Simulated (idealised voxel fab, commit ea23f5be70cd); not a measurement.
The name of this process module is voxel wiring stack.
Each square cell in cross-section cut measures 5 nm, and the section as a whole is 205 nm wide.
A cross-section in this document is a grid of square cells, and it is written down as bands, the top band listed before the ones below it; a band is made up of one or more rows of cells. A band entry consists of two parts. The first gives the height of the band's top and the height of its bottom, in nm. The rest lists the band's materials from left to right, each with its width in nm. A single material labelled with the word "everywhere" fills the band from edge to edge, and the word "blank" marks empty space. Convention: height 0 is the level below which the wafer, as received, is all one material. The lowest band does not terminate at the bottom but continues downward, represented as "0 and below". When a width is written as two numbers, as in "30 to 40", the first number is the width in the top row of cells of the band and the second is the width in its bottom row, and the width changes by the same amount from each row to the next. Where the words "nothing different" appear for a step, the cross-section shows no cell changed by that step; every cell remained as before. You'll see "Enclosed void listing" listing empty spaces that have no way open to the top, as long as they're 8 cells or more; the notation is width x height at distance, where the distance is from the left edge, and all of it is in nm. Where a step's line continues beyond its settings, the continuation is a remark by the simulator itself on that step. overlay nm: where the mask lay relative to plan, measured to the right, on steps with a mask; negatives go left.
**This section lists the process steps that were planned**
1) RECEIVE,material Si
2) CONFORMAL_DEP,material SiO2,thk nm 10
3) DIRECTIONAL_DEP,material TiN,thk nm 5
4) DIRECTIONAL_DEP,material W,thk nm 20
5) DIRECTIONAL_DEP,material aC,thk nm 15
6) PATTERN,tone cover,mask id METAL_1,material resist,width nm 30,pitch nm 50,thk nm 35,overlay nm 0
7) DIRECTIONAL_ETCH,etch materials aC,depth nm 15
8) STRIP,etch materials resist
9) DIRECTIONAL_ETCH,etch materials W,depth nm 20
10) DIRECTIONAL_ETCH,etch materials TiN,depth nm 5
11) STRIP,etch materials aC
12) FILL_DEP,material lowk,thk nm 5
13) CMP,height nm 35
14) CONFORMAL_DEP,material SiCN,thk nm 5
15) DIRECTIONAL_DEP,material lowk,thk nm 25
16) MASKED_ETCH,tone open,mask id METAL_2_HOLES,width nm 15,pitch nm 50,etch materials lowk,depth nm 25,overlay nm 0
17) MASKED_ETCH,tone open,mask id METAL_2,width nm 30,pitch nm 50,etch materials lowk,depth nm 15,overlay nm 0
18) MASKED_ETCH,tone open,mask id METAL_2,width nm 30,pitch nm 50,etch materials SiCN,depth nm 5,overlay nm 0
19) CONFORMAL_DEP,material TiN,thk nm 5
20) FILL_DEP,material Cu,thk nm 5
21) CMP,height nm 65
22) CONFORMAL_DEP,material SiN,thk nm 5
**first wafer, as planned**
**Cross-section, incoming material, after step 1**
> 0 and below  Si everywhere
> Enclosed void listing: none
**Once step 2 is through, the wafer looks like this in cross-section**
> 10 down to 0  SiO2 everywhere
> Anything lower than 0 is untouched.
**Once step 3 is through, the wafer looks like this in cross-section**
> 15 down to 10  TiN everywhere
> Anything lower than 10 is untouched.
**Once step 4 is through, the wafer looks like this in cross-section**
> 35 down to 15  W everywhere
> Anything lower than 15 is untouched.
**Once step 5 is through, the wafer looks like this in cross-section**
> 50 down to 35  aC everywhere
> Anything lower than 35 is untouched.
**Once step 6 is through, the wafer looks like this in cross-section**
> 85 down to 50  blank=60 | resist=30 | blank=20 | resist=30 | blank=65
> Anything lower than 50 is untouched.
**Once step 7 is through, the wafer looks like this in cross-section**
> 70 down to 50  blank=60 | resist=30 | blank=20 | resist=30 | blank=65
> 50 down to 35  blank=60 | aC=30 | blank=20 | aC=30 | blank=65
> Anything lower than 35 is untouched.
**Once step 8 is through, the wafer looks like this in cross-section**
> 50 down to 35  blank=60 | aC=30 | blank=20 | aC=30 | blank=65
> Anything lower than 35 is untouched.
**Once step 9 is through, the wafer looks like this in cross-section**
> 50 down to 35  blank=60 | aC=30 | blank=20 | aC=30 | blank=65
> 35 down to 15  blank=60 | W=30 | blank=20 | W=30 | blank=65
> Anything lower than 15 is untouched.
**Once step 10 is through, the wafer looks like this in cross-section**
> 50 down to 35  blank=60 | aC=30 | blank=20 | aC=30 | blank=65
> 35 down to 15  blank=60 | W=30 | blank=20 | W=30 | blank=65
> 15 down to 10  blank=60 | TiN=30 | blank=20 | TiN=30 | blank=65
> Anything lower than 10 is untouched.
**Once step 11 is through, the wafer looks like this in cross-section**
> 35 down to 15  blank=60 | W=30 | blank=20 | W=30 | blank=65
> Anything lower than 15 is untouched.
**Once step 12 is through, the wafer looks like this in cross-section**
> 40 down to 35  lowk everywhere
> 35 down to 15  lowk=60 | W=30 | lowk=20 | W=30 | lowk=65
> 15 down to 10  lowk=60 | TiN=30 | lowk=20 | TiN=30 | lowk=65
> Anything lower than 10 is untouched.
**Once step 13 is through, the wafer looks like this in cross-section**
> 35 down to 15  lowk=60 | W=30 | lowk=20 | W=30 | lowk=65
> Anything lower than 15 is untouched.
**Once step 14 is through, the wafer looks like this in cross-section**
> 40 down to 35  SiCN everywhere
> Anything lower than 35 is untouched.
**Once step 15 is through, the wafer looks like this in cross-section**
> 65 down to 40  lowk everywhere
> Anything lower than 40 is untouched.
**Once step 16 is through, the wafer looks like this in cross-section**
> 65 down to 40  lowk=60 | blank=15 | lowk=35 | blank=15 | lowk=80
> Anything lower than 40 is untouched.
**Once step 17 is through, the wafer looks like this in cross-section**
> 65 down to 50  lowk=60 | blank=30 | lowk=20 | blank=30 | lowk=65
> Anything lower than 50 is untouched.
**Once step 18 is through, the wafer looks like this in cross-section**
> 65 down to 50  lowk=60 | blank=30 | lowk=20 | blank=30 | lowk=65
> 50 down to 40  lowk=60 | blank=15 | lowk=35 | blank=15 | lowk=80
> 40 down to 35  SiCN=60 | blank=15 | SiCN=35 | blank=15 | SiCN=80
> Anything lower than 35 is untouched.
**Once step 19 is through, the wafer looks like this in cross-section**
> 70 down to 65  TiN=65 | blank=20 | TiN=30 | blank=20 | TiN=70
> 65 down to 55  lowk=60 | TiN=5 | blank=20 | TiN=5 | lowk=20 | TiN=5 | blank=20 | TiN=5 | lowk=65
> 55 down to 50  lowk=60 | TiN=5 | blank=5 | TiN=20 | lowk=20 | TiN=5 | blank=5 | TiN=20 | lowk=65
> 50 down to 40  lowk=60 | TiN=5 | blank=5 | TiN=5 | lowk=35 | TiN=5 | blank=5 | TiN=5 | lowk=80
> 40 down to 35  SiCN=60 | TiN=15 | SiCN=35 | TiN=15 | SiCN=80
> Anything lower than 35 is untouched.
**Once step 20 is through, the wafer looks like this in cross-section**
> 75 down to 70  Cu everywhere
> 70 down to 65  TiN=65 | Cu=20 | TiN=30 | Cu=20 | TiN=70
> 65 down to 55  lowk=60 | TiN=5 | Cu=20 | TiN=5 | lowk=20 | TiN=5 | Cu=20 | TiN=5 | lowk=65
> 55 down to 50  lowk=60 | TiN=5 | Cu=5 | TiN=20 | lowk=20 | TiN=5 | Cu=5 | TiN=20 | lowk=65
> 50 down to 40  lowk=60 | TiN=5 | Cu=5 | TiN=5 | lowk=35 | TiN=5 | Cu=5 | TiN=5 | lowk=80
> Anything lower than 40 is untouched.
**Once step 21 is through, the wafer looks like this in cross-section**
> 65 down to 55  lowk=60 | TiN=5 | Cu=20 | TiN=5 | lowk=20 | TiN=5 | Cu=20 | TiN=5 | lowk=65
> Anything lower than 55 is untouched.
**Once step 22 is through, the wafer looks like this in cross-section**
> 70 down to 65  SiN everywhere
> Anything lower than 65 is untouched.
**The Second Wafer: Common Origin and Plan, One Mistake in Execution, Identical to the First Through Step 2**
Second wafer at the planned finish of step 3, seen in cross-section: nothing different
**Second wafer at the planned finish of step 4, seen in cross-section**
> 30 down to 10  W everywhere
> Anything lower than 10 is untouched.
**Second wafer at the planned finish of step 5, seen in cross-section**
> 45 down to 30  aC everywhere
> Anything lower than 30 is untouched.
**Second wafer at the planned finish of step 6, seen in cross-section**
> 80 down to 45  blank=60 | resist=30 | blank=20 | resist=30 | blank=65
> Anything lower than 45 is untouched.
**Second wafer at the planned finish of step 7, seen in cross-section**
> 65 down to 45  blank=60 | resist=30 | blank=20 | resist=30 | blank=65
> 45 down to 30  blank=60 | aC=30 | blank=20 | aC=30 | blank=65
> Anything lower than 30 is untouched.
**Second wafer at the planned finish of step 8, seen in cross-section**
> 45 down to 30  blank=60 | aC=30 | blank=20 | aC=30 | blank=65
> Anything lower than 30 is untouched.
**Second wafer at the planned finish of step 9, seen in cross-section**
> 45 down to 30  blank=60 | aC=30 | blank=20 | aC=30 | blank=65
> 30 down to 10  blank=60 | W=30 | blank=20 | W=30 | blank=65
> Anything lower than 10 is untouched.
Second wafer at the planned finish of step 10, seen in cross-section: nothing different
**Second wafer at the planned finish of step 11, seen in cross-section**
> 30 down to 10  blank=60 | W=30 | blank=20 | W=30 | blank=65
> Anything lower than 10 is untouched.
**Second wafer at the planned finish of step 12, seen in cross-section**
> 35 down to 30  lowk everywhere
> 30 down to 10  lowk=60 | W=30 | lowk=20 | W=30 | lowk=65
> Anything lower than 10 is untouched.
Second wafer at the planned finish of step 13, seen in cross-section: nothing different
**Second wafer at the planned finish of step 14, seen in cross-section**
> 40 down to 35  SiCN everywhere
> Anything lower than 35 is untouched.
**Second wafer at the planned finish of step 15, seen in cross-section**
> 65 down to 40  lowk everywhere
> Anything lower than 40 is untouched.
**Second wafer at the planned finish of step 16, seen in cross-section**
> 65 down to 40  lowk=60 | blank=15 | lowk=35 | blank=15 | lowk=80
> Anything lower than 40 is untouched.
**Second wafer at the planned finish of step 17, seen in cross-section**
> 65 down to 50  lowk=60 | blank=30 | lowk=20 | blank=30 | lowk=65
> Anything lower than 50 is untouched.
**Second wafer at the planned finish of step 18, seen in cross-section**
> 65 down to 50  lowk=60 | blank=30 | lowk=20 | blank=30 | lowk=65
> 50 down to 40  lowk=60 | blank=15 | lowk=35 | blank=15 | lowk=80
> 40 down to 35  SiCN=60 | blank=15 | SiCN=35 | blank=15 | SiCN=80
> Anything lower than 35 is untouched.
**Second wafer at the planned finish of step 19, seen in cross-section**
> 70 down to 65  TiN=65 | blank=20 | TiN=30 | blank=20 | TiN=70
> 65 down to 55  lowk=60 | TiN=5 | blank=20 | TiN=5 | lowk=20 | TiN=5 | blank=20 | TiN=5 | lowk=65
> 55 down to 50  lowk=60 | TiN=5 | blank=5 | TiN=20 | lowk=20 | TiN=5 | blank=5 | TiN=20 | lowk=65
> 50 down to 40  lowk=60 | TiN=5 | blank=5 | TiN=5 | lowk=35 | TiN=5 | blank=5 | TiN=5 | lowk=80
> 40 down to 35  SiCN=60 | TiN=15 | SiCN=35 | TiN=15 | SiCN=80
> Anything lower than 35 is untouched.
**Second wafer at the planned finish of step 20, seen in cross-section**
> 75 down to 70  Cu everywhere
> 70 down to 65  TiN=65 | Cu=20 | TiN=30 | Cu=20 | TiN=70
> 65 down to 55  lowk=60 | TiN=5 | Cu=20 | TiN=5 | lowk=20 | TiN=5 | Cu=20 | TiN=5 | lowk=65
> 55 down to 50  lowk=60 | TiN=5 | Cu=5 | TiN=20 | lowk=20 | TiN=5 | Cu=5 | TiN=20 | lowk=65
> 50 down to 40  lowk=60 | TiN=5 | Cu=5 | TiN=5 | lowk=35 | TiN=5 | Cu=5 | TiN=5 | lowk=80
> Anything lower than 40 is untouched.
**Second wafer at the planned finish of step 21, seen in cross-section**
> 65 down to 55  lowk=60 | TiN=5 | Cu=20 | TiN=5 | lowk=20 | TiN=5 | Cu=20 | TiN=5 | lowk=65
> Anything lower than 55 is untouched.
**Second wafer at the planned finish of step 22, seen in cross-section**
> 70 down to 65  SiN everywhere
> Anything lower than 65 is untouched.
Error vs. plan: the run left out plan step 3 entirely, so it was never executed
Final tally in cells, some materials are higher or lower on the second wafer than on the first: -12 TiN, +12 lowk
